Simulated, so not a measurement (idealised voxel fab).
Process module, titled voxel transistor to metal
In the cross-section labelled cut, the width is 165 nm and each square cell is 5 nm.
For the purposes of this document, a cross-section shall be understood as a grid of square cells, specified as bands listed in top-to-bottom order, each band consisting of one or more rows of cells.
The entry gives the band's vertical extent as a top height and a bottom height in nm, then its horizontal make-up as materials from left to right, each with a width in nm. "blank" stands for empty space; a single material marked "everywhere" fills the band edge to edge.
Convention: height 0 is the level below which the wafer, as received, is all one material. The lowest band does not terminate at the bottom but continues downward, represented as "from 0 down".
The width entry "30 to 40" should be interpreted row by row: the top row of cells in the band takes the first number, the bottom row takes the second number, and the change between adjacent rows is uniform throughout.
The cross-section has no changed cell in any step marked "remained the same".
Closed empty spaces (no open way to the top) of 8 cells or more are what "Trapped void list" lists, each as width x height at distance from the left edge, nm for all three.
That trailing text on a step's line, after the settings, is the simulator's own remark on the step.
overlay nm: on a step with a mask, how far right of its planned place the mask lay; negative means left.
These are the steps we planned for the process:
- 1: RECEIVE: material Si
- 2: OXIDIZE: depth nm 5
- 3: CONFORMAL_DEP: material SiN, thk nm 10
- 4: MASKED_ETCH: tone cover, mask id ACTIVE, width nm 115, etch materials SiN, depth nm 10, overlay nm 0
- 5: MASKED_ETCH: tone cover, mask id ACTIVE, width nm 115, etch materials SiO2, depth nm 5, overlay nm 0
- 6: MASKED_ETCH: tone cover, mask id ACTIVE, width nm 115, etch materials Si, depth nm 30, overlay nm 0
- 7: OXIDIZE: depth nm 5
- 8: FILL_DEP: material SiO2, thk nm 10
- 9: CMP: height nm 10
- 10: SELECTIVE_ETCH: etch materials SiO2, depth nm 5
- 11: STRIP: etch materials SiN
- 12: SELECTIVE_ETCH: etch materials SiO2, depth nm 5
- 13: OXIDIZE: depth nm 5
- 14: DIRECTIONAL_DEP: material polySi, thk nm 20
- 15: DIRECTIONAL_DEP: material SiCN, thk nm 15
- 16: DIRECTIONAL_DEP: material aC, thk nm 15
- 17: PATTERN: tone cover, mask id GATE, material resist, width nm 25, thk nm 35, overlay nm 0
- 18: DIRECTIONAL_ETCH: etch materials aC, depth nm 15
- 19: STRIP: etch materials resist
- 20: DIRECTIONAL_ETCH: etch materials SiCN, depth nm 25
- 21: DIRECTIONAL_ETCH: etch materials polySi, depth nm 30
- 22: STRIP: etch materials aC
- 23: CONFORMAL_DEP: material SiN, thk nm 10
- 24: DIRECTIONAL_ETCH: etch materials SiN, depth nm 10
- 25: DIRECTIONAL_ETCH: etch materials SiO2, depth nm 5
- 26: EPI: material pSi, thk nm 5
- 27: FILL_DEP: material SiO2, thk nm 5
- 28: CMP: height nm 15
- 29: STRIP: etch materials polySi
- 30: SELECTIVE_ETCH: etch materials SiO2, depth nm 5
- 31: CONFORMAL_DEP: material HfO2, thk nm 5
- 32: CONFORMAL_DEP: material TiN, thk nm 5
- 33: FILL_DEP: material W, thk nm 10
- 34: CMP: height nm 10
- 35: DIRECTIONAL_DEP: material SiO2, thk nm 15
- 36: DIRECTIONAL_DEP: material aC, thk nm 10
- 37: PATTERN: tone open, mask id CONTACT, material resist, width nm 20, pitch nm 85, thk nm 25, overlay nm 0
- 38: DIRECTIONAL_ETCH: etch materials aC, depth nm 10
- 39: STRIP: etch materials resist
- 40: DIRECTIONAL_ETCH: etch materials SiO2, depth nm 30
- 41: STRIP: etch materials aC
- 42: CONFORMAL_DEP: material TiN, thk nm 5
- 43: FILL_DEP: material W, thk nm 5
- 44: CMP: height nm 25
- 45: CONFORMAL_DEP: material SiCN, thk nm 5
- 46: DIRECTIONAL_DEP: material SiO2, thk nm 20
- 47: MASKED_ETCH: tone open, mask id METAL_1, width nm 20, pitch nm 85, etch materials SiO2, depth nm 20, overlay nm 0
- 48: MASKED_ETCH: tone open, mask id METAL_1, width nm 20, pitch nm 85, etch materials SiCN, depth nm 5, overlay nm 0
- 49: CONFORMAL_DEP: material TiN, thk nm 5
- 50: FILL_DEP: material Cu, thk nm 5
- 51: CMP: height nm 50
- 52: CONFORMAL_DEP: material SiCN, thk nm 5
First of two wafers, with the run carried out as planned:
As received (post step 1): cross-section:
	from 0 down  Si everywhere
	Trapped void list: none
Cross-sectional representation of the wafer at the conclusion of step 2:
	from 0 to -5  SiO2 everywhere
	At heights below -5, the structure remains unaltered.
Cross-sectional representation of the wafer at the conclusion of step 3:
	from 10 to 0  SiN everywhere
	At heights below 0, the structure remains unaltered.
Cross-sectional representation of the wafer at the conclusion of step 4:
	from 10 to 0  blank 25, then SiN 115, then blank 25
	At heights below 0, the structure remains unaltered.
Cross-sectional representation of the wafer at the conclusion of step 5:
	from 10 to 0  blank 25, then SiN 115, then blank 25
	from 0 to -5  blank 25, then SiO2 115, then blank 25
	At heights below -5, the structure remains unaltered.
Cross-sectional representation of the wafer at the conclusion of step 6:
	from 10 to 0  blank 25, then SiN 115, then blank 25
	from 0 to -5  blank 25, then SiO2 115, then blank 25
	from -5 to -35  blank 25, then Si 115, then blank 25
	At heights below -35, the structure remains unaltered.
Cross-sectional representation of the wafer at the conclusion of step 7:
	from 10 to 0  blank 25, then SiN 115, then blank 25
	from 0 to -5  blank 25, then SiO2 115, then blank 25
	from -5 to -35  blank 25, then SiO2 5, then Si 105, then SiO2 5, then blank 25
	from -35 to -40  SiO2 30, then Si 105, then SiO2 30
	At heights below -40, the structure remains unaltered.
Cross-sectional representation of the wafer at the conclusion of step 8:
	from 20 to 10  SiO2 everywhere
	from 10 to 0  SiO2 25, then SiN 115, then SiO2 25
	from 0 to -5  SiO2 everywhere
	from -5 to -40  SiO2 30, then Si 105, then SiO2 30
	At heights below -40, the structure remains unaltered.
Cross-sectional representation of the wafer at the conclusion of step 9:
	from 10 to 0  SiO2 25, then SiN 115, then SiO2 25
	At heights below 0, the structure remains unaltered.
Cross-sectional representation of the wafer at the conclusion of step 10:
	from 10 to 5  blank 25, then SiN 115, then blank 25
	At heights below 5, the structure remains unaltered.
Cross-sectional representation of the wafer at the conclusion of step 11:
	from 5 to 0  SiO2 25, then blank 115, then SiO2 25
	At heights below 0, the structure remains unaltered.
Cross-sectional representation of the wafer at the conclusion of step 12:
	from 0 to -5  SiO2 20, then blank 125, then SiO2 20
	At heights below -5, the structure remains unaltered.
Cross-sectional representation of the wafer at the conclusion of step 13:
	from 0 to -5  SiO2 20, then blank 125, then SiO2 20
	from -5 to -10  SiO2 everywhere
	At heights below -10, the structure remains unaltered.
Cross-sectional representation of the wafer at the conclusion of step 14:
	from 20 to 15  polySi 20, then blank 125, then polySi 20
	from 15 to 0  polySi everywhere
	from 0 to -5  SiO2 20, then polySi 125, then SiO2 20
	At heights below -5, the structure remains unaltered.
Cross-sectional representation of the wafer at the conclusion of step 15:
	from 35 to 30  SiCN 20, then blank 125, then SiCN 20
	from 30 to 20  SiCN everywhere
	from 20 to 15  polySi 20, then SiCN 125, then polySi 20
	At heights below 15, the structure remains unaltered.
Cross-sectional representation of the wafer at the conclusion of step 16:
	from 50 to 45  aC 20, then blank 125, then aC 20
	from 45 to 35  aC everywhere
	from 35 to 30  SiCN 20, then aC 125, then SiCN 20
	At heights below 30, the structure remains unaltered.
Cross-sectional representation of the wafer at the conclusion of step 17:
	from 85 to 50  blank 70, then resist 25, then blank 70
	from 50 to 45  aC 20, then blank 50, then resist 25, then blank 50, then aC 20
	At heights below 45, the structure remains unaltered.
Cross-sectional representation of the wafer at the conclusion of step 18:
	from 70 to 45  blank 70, then resist 25, then blank 70
	from 45 to 35  blank 70, then aC 25, then blank 70
	from 35 to 30  SiCN 20, then blank 50, then aC 25, then blank 50, then SiCN 20
	At heights below 30, the structure remains unaltered.
Cross-sectional representation of the wafer at the conclusion of step 19:
	from 45 to 35  blank 70, then aC 25, then blank 70
	At heights below 35, the structure remains unaltered.
Cross-sectional representation of the wafer at the conclusion of step 20:
	from 45 to 30  blank 70, then aC 25, then blank 70
	from 30 to 20  blank 70, then SiCN 25, then blank 70
	from 20 to 15  polySi 20, then blank 50, then SiCN 25, then blank 50, then polySi 20
	At heights below 15, the structure remains unaltered.
Cross-sectional representation of the wafer at the conclusion of step 21:
	from 45 to 30  blank 70, then aC 25, then blank 70
	from 30 to 15  blank 70, then SiCN 25, then blank 70
	from 15 to 0  blank 70, then polySi 25, then blank 70
	from 0 to -5  SiO2 20, then blank 50, then polySi 25, then blank 50, then SiO2 20
	At heights below -5, the structure remains unaltered.
Cross-sectional representation of the wafer at the conclusion of step 22:
	from 30 to 15  blank 70, then SiCN 25, then blank 70
	At heights below 15, the structure remains unaltered.
Cross-sectional representation of the wafer at the conclusion of step 23:
	from 40 to 30  blank 60, then SiN 45, then blank 60
	from 30 to 15  blank 60, then SiN 10, then SiCN 25, then SiN 10, then blank 60
	from 15 to 10  blank 60, then SiN 10, then polySi 25, then SiN 10, then blank 60
	from 10 to 5  SiN 30, then blank 30, then SiN 10, then polySi 25, then SiN 10, then blank 30, then SiN 30
	from 5 to 0  SiN 70, then polySi 25, then SiN 70
	from 0 to -5  SiO2 20, then SiN 50, then polySi 25, then SiN 50, then SiO2 20
	At heights below -5, the structure remains unaltered.
Cross-sectional representation of the wafer at the conclusion of step 24:
	from 30 to 15  blank 60, then SiN 10, then SiCN 25, then SiN 10, then blank 60
	from 15 to 0  blank 60, then SiN 10, then polySi 25, then SiN 10, then blank 60
	from 0 to -5  SiO2 20, then SiN 10, then blank 30, then SiN 10, then polySi 25, then SiN 10, then blank 30, then SiN 10, then SiO2 20
	At heights below -5, the structure remains unaltered.
Cross-sectional representation of the wafer at the conclusion of step 25:
	from 30 to 15  blank 60, then SiN 10, then SiCN 25, then SiN 10, then blank 60
	from 15 to 0  blank 60, then SiN 10, then polySi 25, then SiN 10, then blank 60
	from 0 to -5  blank 20, then SiN 10, then blank 30, then SiN 10, then polySi 25, then SiN 10, then blank 30, then SiN 10, then blank 20
	from -5 to -10  SiO2 30, then blank 30, then SiO2 45, then blank 30, then SiO2 30
	At heights below -10, the structure remains unaltered.
Cross-sectional representation of the wafer at the conclusion of step 26:
	from 30 to 15  blank 60, then SiN 10, then SiCN 25, then SiN 10, then blank 60
	from 15 to 0  blank 60, then SiN 10, then polySi 25, then SiN 10, then blank 60
	from 0 to -5  blank 20, then SiN 10, then blank 30, then SiN 10, then polySi 25, then SiN 10, then blank 30, then SiN 10, then blank 20
	from -5 to -10  SiO2 30, then pSi 30, then SiO2 45, then pSi 30, then SiO2 30
	At heights below -10, the structure remains unaltered.
Cross-sectional representation of the wafer at the conclusion of step 27:
	from 35 to 30  SiO2 everywhere
	from 30 to 15  SiO2 60, then SiN 10, then SiCN 25, then SiN 10, then SiO2 60
	from 15 to 0  SiO2 60, then SiN 10, then polySi 25, then SiN 10, then SiO2 60
	from 0 to -5  SiO2 20, then SiN 10, then SiO2 30, then SiN 10, then polySi 25, then SiN 10, then SiO2 30, then SiN 10, then SiO2 20
	At heights below -5, the structure remains unaltered.
Cross-sectional representation of the wafer at the conclusion of step 28:
	from 15 to 0  SiO2 60, then SiN 10, then polySi 25, then SiN 10, then SiO2 60
	At heights below 0, the structure remains unaltered.
Cross-sectional representation of the wafer at the conclusion of step 29:
	from 15 to 0  SiO2 60, then SiN 10, then blank 25, then SiN 10, then SiO2 60
	from 0 to -5  SiO2 20, then SiN 10, then SiO2 30, then SiN 10, then blank 25, then SiN 10, then SiO2 30, then SiN 10, then SiO2 20
	At heights below -5, the structure remains unaltered.
Cross-sectional representation of the wafer at the conclusion of step 30:
	from 15 to 10  blank 60, then SiN 10, then blank 25, then SiN 10, then blank 60
	from 10 to 0  SiO2 60, then SiN 10, then blank 25, then SiN 10, then SiO2 60
	from 0 to -5  SiO2 20, then SiN 10, then SiO2 30, then SiN 10, then blank 25, then SiN 10, then SiO2 30, then SiN 10, then SiO2 20
	from -5 to -10  SiO2 30, then pSi 30, then SiO2 5, then blank 35, then SiO2 5, then pSi 30, then SiO2 30
	At heights below -10, the structure remains unaltered.
Cross-sectional representation of the wafer at the conclusion of step 31:
	from 20 to 15  blank 55, then HfO2 20, then blank 15, then HfO2 20, then blank 55
	from 15 to 10  HfO2 60, then SiN 10, then HfO2 5, then blank 15, then HfO2 5, then SiN 10, then HfO2 60
	from 10 to 0  SiO2 60, then SiN 10, then HfO2 5, then blank 15, then HfO2 5, then SiN 10, then SiO2 60
	from 0 to -5  SiO2 20, then SiN 10, then SiO2 30, then SiN 10, then HfO2 5, then blank 15, then HfO2 5, then SiN 10, then SiO2 30, then SiN 10, then SiO2 20
	from -5 to -10  SiO2 30, then pSi 30, then SiO2 5, then HfO2 35, then SiO2 5, then pSi 30, then SiO2 30
	At heights below -10, the structure remains unaltered.
Cross-sectional representation of the wafer at the conclusion of step 32:
	from 25 to 20  blank 50, then TiN 30, then blank 5, then TiN 30, then blank 50
	from 20 to 15  TiN 55, then HfO2 20, then TiN 5, then blank 5, then TiN 5, then HfO2 20, then TiN 55
	from 15 to 10  HfO2 60, then SiN 10, then HfO2 5, then TiN 5, then blank 5, then TiN 5, then HfO2 5, then SiN 10, then HfO2 60
	from 10 to 0  SiO2 60, then SiN 10, then HfO2 5, then TiN 5, then blank 5, then TiN 5, then HfO2 5, then SiN 10, then SiO2 60
	from 0 to -5  SiO2 20, then SiN 10, then SiO2 30, then SiN 10, then HfO2 5, then TiN 15, then HfO2 5, then SiN 10, then SiO2 30, then SiN 10, then SiO2 20
	At heights below -5, the structure remains unaltered.
Cross-sectional representation of the wafer at the conclusion of step 33:
	from 35 to 25  W everywhere
	from 25 to 20  W 50, then TiN 30, then W 5, then TiN 30, then W 50
	from 20 to 15  TiN 55, then HfO2 20, then TiN 5, then W 5, then TiN 5, then HfO2 20, then TiN 55
	from 15 to 10  HfO2 60, then SiN 10, then HfO2 5, then TiN 5, then W 5, then TiN 5, then HfO2 5, then SiN 10, then HfO2 60
	from 10 to 0  SiO2 60, then SiN 10, then HfO2 5, then TiN 5, then W 5, then TiN 5, then HfO2 5, then SiN 10, then SiO2 60
	At heights below 0, the structure remains unaltered.
Cross-sectional representation of the wafer at the conclusion of step 34:
	from 10 to 0  SiO2 60, then SiN 10, then HfO2 5, then TiN 5, then W 5, then TiN 5, then HfO2 5, then SiN 10, then SiO2 60
	At heights below 0, the structure remains unaltered.
Cross-sectional representation of the wafer at the conclusion of step 35:
	from 25 to 10  SiO2 everywhere
	At heights below 10, the structure remains unaltered.
Cross-sectional representation of the wafer at the conclusion of step 36:
	from 35 to 25  aC everywhere
	At heights below 25, the structure remains unaltered.
Cross-sectional representation of the wafer at the conclusion of step 37:
	from 60 to 35  resist 30, then blank 20, then resist 65, then blank 20, then resist 30
	At heights below 35, the structure remains unaltered.
Cross-sectional representation of the wafer at the conclusion of step 38:
	from 50 to 35  resist 30, then blank 20, then resist 65, then blank 20, then resist 30
	from 35 to 25  aC 30, then blank 20, then aC 65, then blank 20, then aC 30
	At heights below 25, the structure remains unaltered.
Cross-sectional representation of the wafer at the conclusion of step 39:
	from 35 to 25  aC 30, then blank 20, then aC 65, then blank 20, then aC 30
	At heights below 25, the structure remains unaltered.
Cross-sectional representation of the wafer at the conclusion of step 40:
	from 35 to 25  aC 30, then blank 20, then aC 65, then blank 20, then aC 30
	from 25 to 10  SiO2 30, then blank 20, then SiO2 65, then blank 20, then SiO2 30
	from 10 to 0  SiO2 30, then blank 20, then SiO2 10, then SiN 10, then HfO2 5, then TiN 5, then W 5, then TiN 5, then HfO2 5, then SiN 10, then SiO2 10, then blank 20, then SiO2 30
	from 0 to -5  SiO2 20, then SiN 10, then blank 20, then SiO2 10, then SiN 10, then HfO2 5, then TiN 15, then HfO2 5, then SiN 10, then SiO2 10, then blank 20, then SiN 10, then SiO2 20
	At heights below -5, the structure remains unaltered.
Cross-sectional representation of the wafer at the conclusion of step 41:
	from 25 to 10  SiO2 30, then blank 20, then SiO2 65, then blank 20, then SiO2 30
	At heights below 10, the structure remains unaltered.
Cross-sectional representation of the wafer at the conclusion of step 42:
	from 30 to 25  TiN 35, then blank 10, then TiN 75, then blank 10, then TiN 35
	from 25 to 10  SiO2 30, then TiN 5, then blank 10, then TiN 5, then SiO2 65, then TiN 5, then blank 10, then TiN 5, then SiO2 30
	from 10 to 0  SiO2 30, then TiN 5, then blank 10, then TiN 5, then SiO2 10, then SiN 10, then HfO2 5, then TiN 5, then W 5, then TiN 5, then HfO2 5, then SiN 10, then SiO2 10, then TiN 5, then blank 10, then TiN 5, then SiO2 30
	from 0 to -5  SiO2 20, then SiN 10, then TiN 20, then SiO2 10, then SiN 10, then HfO2 5, then TiN 15, then HfO2 5, then SiN 10, then SiO2 10, then TiN 20, then SiN 10, then SiO2 20
	At heights below -5, the structure remains unaltered.
Cross-sectional representation of the wafer at the conclusion of step 43:
	from 35 to 30  W everywhere
	from 30 to 25  TiN 35, then W 10, then TiN 75, then W 10, then TiN 35
	from 25 to 10  SiO2 30, then TiN 5, then W 10, then TiN 5, then SiO2 65, then TiN 5, then W 10, then TiN 5, then SiO2 30
	from 10 to 0  SiO2 30, then TiN 5, then W 10, then TiN 5, then SiO2 10, then SiN 10, then HfO2 5, then TiN 5, then W 5, then TiN 5, then HfO2 5, then SiN 10, then SiO2 10, then TiN 5, then W 10, then TiN 5, then SiO2 30
	At heights below 0, the structure remains unaltered.
Cross-sectional representation of the wafer at the conclusion of step 44:
	from 25 to 10  SiO2 30, then TiN 5, then W 10, then TiN 5, then SiO2 65, then TiN 5, then W 10, then TiN 5, then SiO2 30
	At heights below 10, the structure remains unaltered.
Cross-sectional representation of the wafer at the conclusion of step 45:
	from 30 to 25  SiCN everywhere
	At heights below 25, the structure remains unaltered.
Cross-sectional representation of the wafer at the conclusion of step 46:
	from 50 to 30  SiO2 everywhere
	At heights below 30, the structure remains unaltered.
Cross-sectional representation of the wafer at the conclusion of step 47:
	from 50 to 30  SiO2 30, then blank 20, then SiO2 65, then blank 20, then SiO2 30
	At heights below 30, the structure remains unaltered.
Cross-sectional representation of the wafer at the conclusion of step 48:
	from 50 to 30  SiO2 30, then blank 20, then SiO2 65, then blank 20, then SiO2 30
	from 30 to 25  SiCN 30, then blank 20, then SiCN 65, then blank 20, then SiCN 30
	At heights below 25, the structure remains unaltered.
Cross-sectional representation of the wafer at the conclusion of step 49:
	from 55 to 50  TiN 35, then blank 10, then TiN 75, then blank 10, then TiN 35
	from 50 to 30  SiO2 30, then TiN 5, then blank 10, then TiN 5, then SiO2 65, then TiN 5, then blank 10, then TiN 5, then SiO2 30
	from 30 to 25  SiCN 30, then TiN 20, then SiCN 65, then TiN 20, then SiCN 30
	At heights below 25, the structure remains unaltered.
Cross-sectional representation of the wafer at the conclusion of step 50:
	from 60 to 55  Cu everywhere
	from 55 to 50  TiN 35, then Cu 10, then TiN 75, then Cu 10, then TiN 35
	from 50 to 30  SiO2 30, then TiN 5, then Cu 10, then TiN 5, then SiO2 65, then TiN 5, then Cu 10, then TiN 5, then SiO2 30
	At heights below 30, the structure remains unaltered.
Cross-sectional representation of the wafer at the conclusion of step 51:
	from 50 to 30  SiO2 30, then TiN 5, then Cu 10, then TiN 5, then SiO2 65, then TiN 5, then Cu 10, then TiN 5, then SiO2 30
	At heights below 30, the structure remains unaltered.
Cross-sectional representation of the wafer at the conclusion of step 52:
	from 55 to 50  SiCN everywhere
	At heights below 50, the structure remains unaltered.
Wafer two. Same start, same plan, one slip in execution. Same as wafer one through step 44, inclusive:
Second wafer, section view, time point: scheduled end of step 45:
	from 45 to 25  SiO2 everywhere
	At heights below 25, the structure remains unaltered.
Second wafer, section view, time point: scheduled end of step 46:
	from 50 to 45  SiCN everywhere
	At heights below 45, the structure remains unaltered.
Second wafer, section view, time point: scheduled end of step 47: remained the same
Second wafer, section view, time point: scheduled end of step 48:
	from 50 to 45  SiCN 30, then blank 20, then SiCN 65, then blank 20, then SiCN 30
	At heights below 45, the structure remains unaltered.
Second wafer, section view, time point: scheduled end of step 49:
	from 55 to 50  TiN 35, then blank 10, then TiN 75, then blank 10, then TiN 35
	from 50 to 45  SiCN 30, then TiN 20, then SiCN 65, then TiN 20, then SiCN 30
	At heights below 45, the structure remains unaltered.
Second wafer, section view, time point: scheduled end of step 50:
	from 60 to 55  Cu everywhere
	from 55 to 50  TiN 35, then Cu 10, then TiN 75, then Cu 10, then TiN 35
	At heights below 50, the structure remains unaltered.
Second wafer, section view, time point: scheduled end of step 51:
	from 50 to 45  SiCN 30, then TiN 20, then SiCN 65, then TiN 20, then SiCN 30
	At heights below 45, the structure remains unaltered.
Second wafer, section view, time point: scheduled end of step 52:
	from 55 to 50  SiCN everywhere
	At heights below 50, the structure remains unaltered.
Heads up, the wafer didn't run the way we planned it: steps 45 and 46 traded places in the executed sequence
at the end the second wafer has, in cells: Cu -16; SiO2 +32; TiN -16
